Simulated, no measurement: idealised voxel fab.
Title: Process Module voxel capacitor over wiring
Cross-section cut: width 210 nm, square cells of 5 nm.
Cross-section = grid of square cells, listed top down in bands; band = one or more rows.
First you get the band's top height and its bottom height, in nm, and then the materials it's made of, left to right, with each width in nm. If you see a single material with "all across", that one covers the band edge to edge. "air" is empty space.
Basically, 0 is our baseline, since under it the wafer straight out of the box is all one material. The bottom band has no lower end and keeps on going down, so it looks like "z 0 and below".
Top row gets the first number, bottom row gets the second, and each row in between changes by the same step: that is how a band width like "30 to 40" works.
Any step labelled "no modifications" changed none of the cells in the cross-section.
What "Voids lacking openings" gives you is every empty space of 8 cells or more that is cut off from the top. Each appears as width x height at distance, with the distance taken from the left edge and width, height and distance all in nm.
If you see something after the settings on a step's line, that's the simulator's own remark about that step.
You can add "overlay nm" to a step's line. For a step with a mask, it describes how far the mask lay to the right of its planned position, and a negative number describes a lay to the left.
**Process steps foreseen in the plan**
step 1: RECEIVE,material Si
step 2: CONFORMAL_DEP,material SiO2,thk nm 10
step 3: CONFORMAL_DEP,material SiCN,thk nm 5
step 4: DIRECTIONAL_DEP,material SiO2,thk nm 25
step 5: PATTERN,tone open,mask id METAL_1,material resist,width nm 25,pitch nm 80,thk nm 20,overlay nm 0
step 6: DIRECTIONAL_ETCH,etch materials SiO2,depth nm 25
step 7: DIRECTIONAL_ETCH,etch materials SiCN,depth nm 5
step 8: STRIP,etch materials resist
step 9: CONFORMAL_DEP,material TiN,thk nm 5
step 10: FILL_DEP,material Ru,thk nm 10
step 11: CMP,height nm 40
step 12: CONFORMAL_DEP,material SiCN,thk nm 5
step 13: DIRECTIONAL_DEP,material lowk,thk nm 15
step 14: PATTERN,tone open,mask id PLUG_1,material resist,width nm 15,thk nm 15,overlay nm 0
step 15: DIRECTIONAL_ETCH,etch materials lowk,depth nm 15
step 16: DIRECTIONAL_ETCH,etch materials SiCN,depth nm 5
step 17: STRIP,etch materials resist
step 18: EPI,material Ru,thk nm 10
step 19: EPI,material Ru,thk nm 10
step 20: DIRECTIONAL_DEP,material TiN,thk nm 10
step 21: DIRECTIONAL_DEP,material Al2O3,thk nm 5
step 22: DIRECTIONAL_DEP,material TiN,thk nm 10
step 23: DIRECTIONAL_DEP,material aC,thk nm 10
step 24: PATTERN,tone cover,mask id UPPER_PLATE,material resist,width nm 60,thk nm 25,overlay nm 0
step 25: DIRECTIONAL_ETCH,etch materials aC,depth nm 10
step 26: STRIP,etch materials resist
step 27: DIRECTIONAL_ETCH,etch materials TiN,depth nm 10
step 28: DIRECTIONAL_ETCH,etch materials Al2O3,depth nm 5
step 29: STRIP,etch materials aC
step 30: DIRECTIONAL_DEP,material aC,thk nm 15
step 31: PATTERN,tone cover,mask id LOWER_PLATE,material resist,width nm 70,thk nm 30,overlay nm 0
step 32: DIRECTIONAL_ETCH,etch materials aC,depth nm 15
step 33: STRIP,etch materials resist
step 34: DIRECTIONAL_ETCH,etch materials TiN,depth nm 10
step 35: STRIP,etch materials aC
step 36: FILL_DEP,material SiO2,thk nm 15
step 37: CMP,height nm 95
step 38: DIRECTIONAL_DEP,material aC,thk nm 10
step 39: PATTERN,tone open,mask id PLUG_2,material resist,width nm 15,thk nm 25,overlay nm 0
step 40: DIRECTIONAL_ETCH,etch materials aC,depth nm 10
step 41: STRIP,etch materials resist
step 42: DIRECTIONAL_ETCH,etch materials SiO2,depth nm 10
step 43: STRIP,etch materials aC
step 44: CONFORMAL_DEP,material TiN,thk nm 5
step 45: FILL_DEP,material Cu,thk nm 5
step 46: CMP,height nm 95
step 47: CONFORMAL_DEP,material SiN,thk nm 5
**Shown in cross-section is the wafer as received, that is, as it stands after step 1**
- z 0 and below | Si all across
- Voids lacking openings: none
**Here's the wafer cut in cross-section after the module, started and planned just like above, except one thing was done wrong in the run**
- z 100 to 95 | SiN all across
- z 95 to 90 | SiO2 70, then TiN 5, then Cu 5, then TiN 5, then SiO2 125
- z 90 to 85 | SiO2 70, then TiN 15, then SiO2 125
- z 85 to 75 | SiO2 60, then TiN 60, then SiO2 90
- z 75 to 65 | SiO2 55, then TiN 70, then SiO2 85
- z 65 to 60 | Al2O3 all across
- z 60 to 45 | lowk 60, then Ru 15, then lowk 135
- z 45 to 40 | SiCN 60, then Ru 15, then SiCN 135
- z 40 to 15 | SiO2 50, then TiN 5, then Ru 15, then TiN 5, then SiO2 55, then TiN 5, then Ru 15, then TiN 5, then SiO2 55
- z 15 to 10 | SiCN 50, then TiN 25, then SiCN 55, then TiN 25, then SiCN 55
- z 10 to 0 | SiO2 all across
- z 0 and below | Si all across
- Voids lacking openings: none
Which mistake was made when the wafer was run? mixed up steps 20 and 21 - ran each in the other's place
